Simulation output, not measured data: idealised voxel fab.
Presented below is a process module, voxel self aligned contacts.
In the cross-section labelled cut, the width is 175 nm and each square cell is 5 nm.
In this document a cross-section is written as a grid of square cells. It is given as a series of bands, listed from the top down, and a band is one or more rows of cells.
In this notation a band is specified by the heights of its top and bottom, in that order and in nm, after which its materials appear from left to right, each paired with its width in nm. The word "all across" attached to a single material means that material fills the band from edge to edge; the word "blank" stands for empty space.
Heights from 0 (as-received wafer is one material below). Bottom band endless downward, as "top 0, no bottom".
Read "30 to 40" as a graded width: first number on top, second number at the bottom, same change between each pair of neighbouring rows.
Step note "nothing got changed" = no cross-section cell changed.
Enclosed voids (no open way to top), threshold 8 cells or more, entry "Non-vented voids", notation width x height at distance, distance from left edge, nm.
On each step's line, the part that comes after the settings is the simulator's own comment on the step.
For masked steps, "overlay nm" on the step line gives how far right of plan the mask actually lay; a minus sign means it lay to the left.
Structure of the following material. The material consists of pairs of cross-sections. Each pair comprises the cross-section before one process step and the cross-section after that step, the latter shown only down to the lowest band that changed. The step between the cross-sections is specified beneath each pair, including its settings. Pairs are not necessarily consecutive: they may derive from different runs of this module performed on the same starting wafer. Continuity with the pair above is to be assumed only where the entry headed "Status quo ante" of the pair in question states it.

[Status quo ante]
- top 50, bottom 45  40 nm TiN, 35 nm blank, 25 nm TiN, 35 nm blank, 40 nm TiN
- top 45, bottom 40  35 nm SiO2, 15 nm TiN, 15 nm blank, 15 nm TiN, 15 nm SiO2, 15 nm TiN, 15 nm blank, 15 nm TiN, 35 nm SiO2
- top 40, bottom 25  10 nm SiO2, 35 nm SiN, 5 nm TiN, 15 nm blank, 5 nm TiN, 35 nm SiN, 5 nm TiN, 15 nm blank, 5 nm TiN, 35 nm SiN, 10 nm SiO2
- top 25, bottom 10  10 nm SiO2, 5 nm SiN, 25 nm polySi, 5 nm SiN, 5 nm TiN, 15 nm blank, 5 nm TiN, 5 nm SiN, 25 nm polySi, 5 nm SiN, 5 nm TiN, 15 nm blank, 5 nm TiN, 5 nm SiN, 25 nm polySi, 5 nm SiN, 10 nm SiO2
- top 10, bottom 5  10 nm SiO2, 5 nm SiN, 25 nm polySi, 5 nm SiN, 25 nm TiN, 5 nm SiN, 25 nm polySi, 5 nm SiN, 25 nm TiN, 5 nm SiN, 25 nm polySi, 5 nm SiN, 10 nm SiO2
- top 5, bottom 0  polySi all across
- top 0, no bottom  Si all across
- Non-vented voids: none

[Resulting Cross-Section]
- top 55, bottom 50  Ru all across
- top 50, bottom 45  40 nm TiN, 35 nm Ru, 25 nm TiN, 35 nm Ru, 40 nm TiN
- top 45, bottom 40  35 nm SiO2, 15 nm TiN, 15 nm Ru, 15 nm TiN, 15 nm SiO2, 15 nm TiN, 15 nm Ru, 15 nm TiN, 35 nm SiO2
- top 40, bottom 25  10 nm SiO2, 35 nm SiN, 5 nm TiN, 15 nm Ru, 5 nm TiN, 35 nm SiN, 5 nm TiN, 15 nm Ru, 5 nm TiN, 35 nm SiN, 10 nm SiO2
- top 25, bottom 10  10 nm SiO2, 5 nm SiN, 25 nm polySi, 5 nm SiN, 5 nm TiN, 15 nm Ru, 5 nm TiN, 5 nm SiN, 25 nm polySi, 5 nm SiN, 5 nm TiN, 15 nm Ru, 5 nm TiN, 5 nm SiN, 25 nm polySi, 5 nm SiN, 10 nm SiO2
- Below 10, the layers are the same as they were.
- Non-vented voids: none
As a process note, the step between the before and after cross-sections shown above is FILL_DEP: material Ru, thk nm 5

Status quo ante: carried over from the after image of the pair right above.

[Resulting Cross-Section]
- top 45, bottom 40  35 nm SiO2, 15 nm TiN, 15 nm Ru, 15 nm TiN, 15 nm SiO2, 15 nm TiN, 15 nm Ru, 15 nm TiN, 35 nm SiO2
- Below 40, the layers are the same as they were.
- Non-vented voids: none
As a process note, the step between the before and after cross-sections shown above is CMP: height nm 45

Status quo ante: carried over from the after image of the pair right above.

[Resulting Cross-Section]
- top 50, bottom 45  SiCN all across
- Below 45, the layers are the same as they were.
- Non-vented voids: none
As a process note, the step between the before and after cross-sections shown above is CONFORMAL_DEP: material SiCN, thk nm 5

[Status quo ante]
- top 45, bottom 40  SiO2 all across
- top 40, bottom 25  10 nm SiO2, 35 nm SiN, 25 nm SiO2, 35 nm SiN, 25 nm SiO2, 35 nm SiN, 10 nm SiO2
- top 25, bottom 5  10 nm SiO2, 5 nm SiN, 25 nm polySi, 5 nm SiN, 25 nm SiO2, 5 nm SiN, 25 nm polySi, 5 nm SiN, 25 nm SiO2, 5 nm SiN, 25 nm polySi, 5 nm SiN, 10 nm SiO2
- top 5, bottom 0  SiO2 all across
- top 0, no bottom  Si all across
- Non-vented voids: none

[Resulting Cross-Section]
- top 65, bottom 45  35 nm blank, 45 nm resist, 15 nm blank, 45 nm resist, 35 nm blank
- Below 45, the layers are the same as they were.
- Non-vented voids: none
As a process note, the step between the before and after cross-sections shown above is PATTERN: tone cover, mask id CONTACT, material resist, width nm 45, pitch nm 60, thk nm 20, overlay nm 0

Status quo ante: carried over from the after image of the pair right above.

[Resulting Cross-Section]
- top 65, bottom 45  35 nm blank, 45 nm resist, 15 nm blank, 45 nm resist, 35 nm blank
- top 45, bottom 40  35 nm blank, 45 nm SiO2, 15 nm blank, 45 nm SiO2, 35 nm blank
- top 40, bottom 25  10 nm blank, 35 nm SiN, 25 nm SiO2, 35 nm SiN, 25 nm SiO2, 35 nm SiN, 10 nm blank
- top 25, bottom 5  10 nm blank, 5 nm SiN, 25 nm polySi, 5 nm SiN, 25 nm SiO2, 5 nm SiN, 25 nm polySi, 5 nm SiN, 25 nm SiO2, 5 nm SiN, 25 nm polySi, 5 nm SiN, 10 nm blank
- top 5, bottom 0  10 nm blank, 155 nm SiO2, 10 nm blank
- Below 0, the layers are the same as they were.
- Non-vented voids: none
As a process note, the step between the before and after cross-sections shown above is DIRECTIONAL_ETCH: etch materials SiO2, depth nm 45

Status quo ante: carried over from the after image of the pair right above.

[Resulting Cross-Section]
- top 45, bottom 40  35 nm blank, 45 nm SiO2, 15 nm blank, 45 nm SiO2, 35 nm blank
- Below 40, the layers are the same as they were.
- Non-vented voids: none
As a process note, the step between the before and after cross-sections shown above is STRIP: etch materials resist

Status quo ante: carried over from the after image of the pair right above.

[Resulting Cross-Section]
- top 50, bottom 45  30 nm blank, 55 nm TiN, 5 nm blank, 55 nm TiN, 30 nm blank
- top 45, bottom 40  5 nm blank, 30 nm TiN, 45 nm SiO2, 15 nm TiN, 45 nm SiO2, 30 nm TiN, 5 nm blank
- top 40, bottom 25  5 nm blank, 5 nm TiN, 35 nm SiN, 25 nm SiO2, 35 nm SiN, 25 nm SiO2, 35 nm SiN, 5 nm TiN, 5 nm blank
- top 25, bottom 5  5 nm blank, 5 nm TiN, 5 nm SiN, 25 nm polySi, 5 nm SiN, 25 nm SiO2, 5 nm SiN, 25 nm polySi, 5 nm SiN, 25 nm SiO2, 5 nm SiN, 25 nm polySi, 5 nm SiN, 5 nm TiN, 5 nm blank
- top 5, bottom 0  10 nm TiN, 155 nm SiO2, 10 nm TiN
- Below 0, the layers are the same as they were.
- Non-vented voids: none
As a process note, the step between the before and after cross-sections shown above is CONFORMAL_DEP: material TiN, thk nm 5

Status quo ante: carried over from the after image of the pair right above.

[Resulting Cross-Section]
- top 55, bottom 50  Ru all across
- top 50, bottom 45  30 nm Ru, 55 nm TiN, 5 nm Ru, 55 nm TiN, 30 nm Ru
- top 45, bottom 40  5 nm Ru, 30 nm TiN, 45 nm SiO2, 15 nm TiN, 45 nm SiO2, 30 nm TiN, 5 nm Ru
- top 40, bottom 25  5 nm Ru, 5 nm TiN, 35 nm SiN, 25 nm SiO2, 35 nm SiN, 25 nm SiO2, 35 nm SiN, 5 nm TiN, 5 nm Ru
- top 25, bottom 5  5 nm Ru, 5 nm TiN, 5 nm SiN, 25 nm polySi, 5 nm SiN, 25 nm SiO2, 5 nm SiN, 25 nm polySi, 5 nm SiN, 25 nm SiO2, 5 nm SiN, 25 nm polySi, 5 nm SiN, 5 nm TiN, 5 nm Ru
- Below 5, the layers are the same as they were.
- Non-vented voids: none
As a process note, the step between the before and after cross-sections shown above is FILL_DEP: material Ru, thk nm 5

Status quo ante: carried over from the after image of the pair right above.

[Resulting Cross-Section]
- top 45, bottom 40  5 nm Ru, 30 nm TiN, 45 nm SiO2, 15 nm TiN, 45 nm SiO2, 30 nm TiN, 5 nm Ru
- Below 40, the layers are the same as they were.
- Non-vented voids: none
As a process note, the step between the before and after cross-sections shown above is CMP: height nm 45

Status quo ante: carried over from the after image of the pair right above.

[Resulting Cross-Section]
- top 50, bottom 45  SiCN all across
- Below 45, the layers are the same as they were.
- Non-vented voids: none
As a process note, the step between the before and after cross-sections shown above is CONFORMAL_DEP: material SiCN, thk nm 5
